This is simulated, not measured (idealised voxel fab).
The process module presented herein is designated voxel tone inversion.
Displayed cross-section: cut, width of 220 nm, square cells sized 5 nm.
This document writes a cross-section as a grid whose cells are square, and gives it as bands, listed from the top down; one or more rows of cells form a band. Heads up on the band format: heights come first, top then bottom, in nm. After that it's the materials left to right, each with its width in nm. A single material flagged "throughout" fills the whole band edge to edge, and "blank" means there's empty space there. Height is counted from the level 0, under which the received wafer is composed throughout of one material. The lowest of the bands is not closed at the bottom but continues downward, in the notation "from 0 down". A two-number width, for instance "30->40", indicates that the width is equal to the first number in the top row of the band and to the second number in the bottom row, and that it changes by a constant amount per row of cells. The designation "no change", where it is given for a processing step, indicates that no cell of the cross-section was altered in the course of that step. Under "Internal closed voids" you'll find the enclosed gaps, the ones with no way out to the top, that are 8 cells or bigger; each reads width x height at distance, with distance counted from the left edge, everything in nm. Heads up: the bit after the settings on a step's line is the simulator's remark on that step. overlay nm: on a step with a mask, how far right of its planned place the mask lay; negative means left.
## Process steps (planned)
1. RECEIVE, material Si
2. CONFORMAL_DEP, material SiN, thk nm 5
3. DIRECTIONAL_DEP, material aC, thk nm 20
4. PATTERN, tone cover, mask id POSTS, material resist, width nm 15, pitch nm 40, thk nm 30, overlay nm 0
5. DIRECTIONAL_ETCH, etch materials aC, depth nm 20
6. STRIP, etch materials resist
7. FILL_DEP, material lowk, thk nm 5
8. CMP, height nm 25
9. STRIP, etch materials aC
10. CONFORMAL_DEP, material TiN, thk nm 5
11. FILL_DEP, material Cu, thk nm 10
12. CMP, height nm 25
13. CONFORMAL_DEP, material SiCN, thk nm 5
Heads up: all these wafers start the same, and what changes between them is the width nm in step 4. The value you see in the plan is just what the first wafer got.
## Cross-section of the first of several received wafers, showing its state after step 1
- from 0 down | Si throughout
- Internal closed voids: none
## The cross-section of the first of several wafers is given below for the end of the module, after its final step, step 13
- from 30 to 25 | SiCN throughout
- from 25 to 10 | 85 nm lowk, then 5 nm TiN, then 5 nm Cu, then 5 nm TiN, then 25 nm lowk, then 5 nm TiN, then 5 nm Cu, then 5 nm TiN, then 80 nm lowk
- from 10 to 5 | 85 nm lowk, then 15 nm TiN, then 25 nm lowk, then 15 nm TiN, then 80 nm lowk
- from 5 to 0 | SiN throughout
- from 0 down | Si throughout
- Internal closed voids: none
## So this is the cross-section on the last wafer at the end of the module
- from 30 to 25 | SiCN throughout
- from 25 to 10 | 80 nm lowk, then 5 nm TiN, then 15 nm Cu, then 5 nm TiN, then 15 nm lowk, then 5 nm TiN, then 15 nm Cu, then 5 nm TiN, then 75 nm lowk
- from 10 to 5 | 80 nm lowk, then 25 nm TiN, then 15 nm lowk, then 25 nm TiN, then 75 nm lowk
- from 5 to 0 | SiN throughout
- from 0 down | Si throughout
- Internal closed voids: none
## What follows is a table in which each wafer occupies a row; for the wafer as it stands at the close of the module, the row states, material by material, how many cells have been gained (+) or lost (-) since receipt, and then gives its closed voids
width nm 15; +6 Cu; +44 SiCN; +44 SiN; +18 TiN; +152 lowk; Internal closed voids: none
width nm 20; +12 Cu; +44 SiCN; +44 SiN; +20 TiN; +144 lowk; Internal closed voids: none
width nm 25; +18 Cu; +44 SiCN; +44 SiN; +22 TiN; +136 lowk; Internal closed voids: none
